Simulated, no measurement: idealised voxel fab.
This is a process module. Its name is voxel self aligned contacts.
We display cut, a cross-section 180 nm in width whose square cells are each 5 nm.
The cross-sections in this document take the form of a grid made of square cells. They are written out as bands, in order from top to bottom. Each band consists of one or more rows of cells.
Look at the band entry: it leads with the top's height and the bottom's height in nm. Then it lists the materials left to right, with a width in nm for each. The word "edge to edge" on a single material says that material fills the band edge to edge. The word "empty" is empty space.
Ref level 0: as-received wafer is one material below here. Bottom band extends down with no lower bound ("0..down").
The expression "30 to 40" gives the width at the extremes of the band, the first number at its top row of cells and the second at its bottom row, with the width changing by equal amounts from each row to the next in between.
Take "no modification" at face value: in the step it is given for, the cross-section changed in none of its cells.
Enclosed voids (no open way to top), threshold 8 cells or more, entry "Enclosed cavities", notation width x height at distance, distance from left edge, nm.
after a step's settings: what the simulator itself notes on the step
"overlay nm" on a masked step: distance the mask lay right of its planned place, negative for left.

## Here's what the planned process steps look like
1: RECEIVE (material Si)
2: OXIDIZE (depth nm 5)
3: DIRECTIONAL_DEP (material polySi; thk nm 20)
4: DIRECTIONAL_DEP (material SiN; thk nm 20)
5: MASKED_ETCH (tone cover; mask id GATE; width nm 25; pitch nm 60; etch materials SiN; depth nm 20; overlay nm 0)
6: MASKED_ETCH (tone cover; mask id GATE; width nm 25; pitch nm 60; etch materials polySi; depth nm 20; overlay nm 0)
7: CONFORMAL_DEP (material SiN; thk nm 5)
8: DIRECTIONAL_ETCH (etch materials SiN; depth nm 5)
9: FILL_DEP (material SiO2; thk nm 15)
10: CMP (height nm 45)
11: PATTERN (tone open; mask id CONTACT; material resist; width nm 45; pitch nm 60; thk nm 15; overlay nm 0)
12: DIRECTIONAL_ETCH (etch materials SiO2; depth nm 50)
13: STRIP (etch materials resist)
14: CONFORMAL_DEP (material TiN; thk nm 5)
15: FILL_DEP (material Ru; thk nm 10)
16: CMP (height nm 45)
17: CONFORMAL_DEP (material SiCN; thk nm 5)

## Here's what the wafer looked like in cross-section when it arrived - that's after step 1
* 0..down | Si edge to edge
* Enclosed cavities: none

## What the wafer looks like in cross-section after this module, when it starts as shown above and follows the plan above but one mistake is made in running it
* 50..45 | SiCN edge to edge
* 45..40 | SiO2 (35), then TiN (45), then SiO2 (15), then TiN (45), then SiO2 (40)
* 40..20 | SiN (20), then SiO2 (15), then SiN (45), then SiO2 (15), then SiN (45), then SiO2 (15), then SiN (25)
* 20..0 | polySi edge to edge
* 0..-5 | SiO2 edge to edge
* -5..down | Si edge to edge
* Enclosed cavities: none
what went wrong: step 5: run off-plan, actual operation and settings MASKED_ETCH (tone open; mask id GATE; width nm 25; pitch nm 60; etch materials SiN; depth nm 20; overlay nm 0)
